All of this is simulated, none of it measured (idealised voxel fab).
Module name: voxel gate over fins (process module)
Section cut is 245 nm wide and gridded with 5 nm square cells.
Cross-section layout: square cells on a grid; listed as bands, top to bottom; a band spans one or more cell rows. It is stipulated that each band's entry specify, in nanometres, the height of the top of the band and then that of its bottom, followed by the materials of the band in left-to-right sequence, each together with its width in nanometres. A single material marked by the word "throughout" is understood to fill the band from edge to edge; the word "air" is understood to denote empty space. Ref level 0: as-received wafer is one material below here. Bottom band extends down with no lower bound ("0..down"). Note: "30 to 40" means the width goes from the first number (top row of the band) to the second number (bottom row) in equal steps per row of cells. What does "no alteration" mean for a step? It means no cell of the cross-section changed in that step. "Sealed void listing" specifies each empty space that is not open to the top and that occupies no fewer than 8 cells, using the form width x height at distance, the distance measured from the left edge and all three quantities in nm. Where a step's line continues beyond its settings, the continuation is a remark by the simulator itself on that step. "overlay nm" denotes, for a step that has a mask, the displacement of the mask to the right of its planned place, with negative values corresponding to the left.
The steps planned for the process are as follows
1 RECEIVE (material Si)
2 CONFORMAL_DEP (material SiN; thk nm 10)
3 DIRECTIONAL_DEP (material aC; thk nm 10)
4 PATTERN (tone cover; mask id FINS; material resist; width nm 15; pitch nm 45; thk nm 30; overlay nm 0)
5 DIRECTIONAL_ETCH (etch materials aC; depth nm 10)
6 STRIP (etch materials resist)
7 DIRECTIONAL_ETCH (etch materials SiN; depth nm 10)
8 DIRECTIONAL_ETCH (etch materials Si; depth nm 30)
9 STRIP (etch materials aC)
10 FILL_DEP (material SiO2; thk nm 10)
11 CMP (height nm 10)
12 SELECTIVE_ETCH (etch materials SiO2; depth nm 20)
13 STRIP (etch materials SiN)
14 CONFORMAL_DEP (material HfO2; thk nm 5)
15 CONFORMAL_DEP (material TiN; thk nm 5)
16 FILL_DEP (material W; thk nm 10)
17 CMP (height nm 15)
18 CONFORMAL_DEP (material SiCN; thk nm 5)
Here's what the wafer looked like in cross-section when it arrived - that's after step 1
- 0..down  Si throughout
- Sealed void listing: none
Result of the module, cross-sectioned: start per above, plan per above, one error in how it was run
- 20..15  SiCN throughout
- 15..10  W throughout
- 10..5  W=80, TiN=35, W=10, TiN=35, W=85
- 5..0  W=80, TiN=5, HfO2=25, TiN=5, W=10, TiN=5, HfO2=25, TiN=5, W=85
- 0..-5  TiN=85, HfO2=5, Si=15, HfO2=5, TiN=5, W=10, TiN=5, HfO2=5, Si=15, HfO2=5, TiN=90
- -5..-10  HfO2=75, TiN=10, HfO2=5, Si=15, HfO2=5, TiN=5, W=10, TiN=5, HfO2=5, Si=15, HfO2=5, TiN=10, HfO2=80
- -10..-15  SiO2=70, HfO2=5, TiN=10, HfO2=5, Si=15, HfO2=5, TiN=20, HfO2=5, Si=15, HfO2=5, TiN=10, HfO2=5, SiO2=75
- -15..-20  SiO2=70, HfO2=20, Si=15, HfO2=30, Si=15, HfO2=20, SiO2=75
- -20..-30  SiO2=90, Si=15, SiO2=30, Si=15, SiO2=95
- -30..down  Si throughout
- Sealed void listing: none
Deviation noted in wafer processing: it was found that steps 12 and 13 of the process plan had been performed in exchanged positions
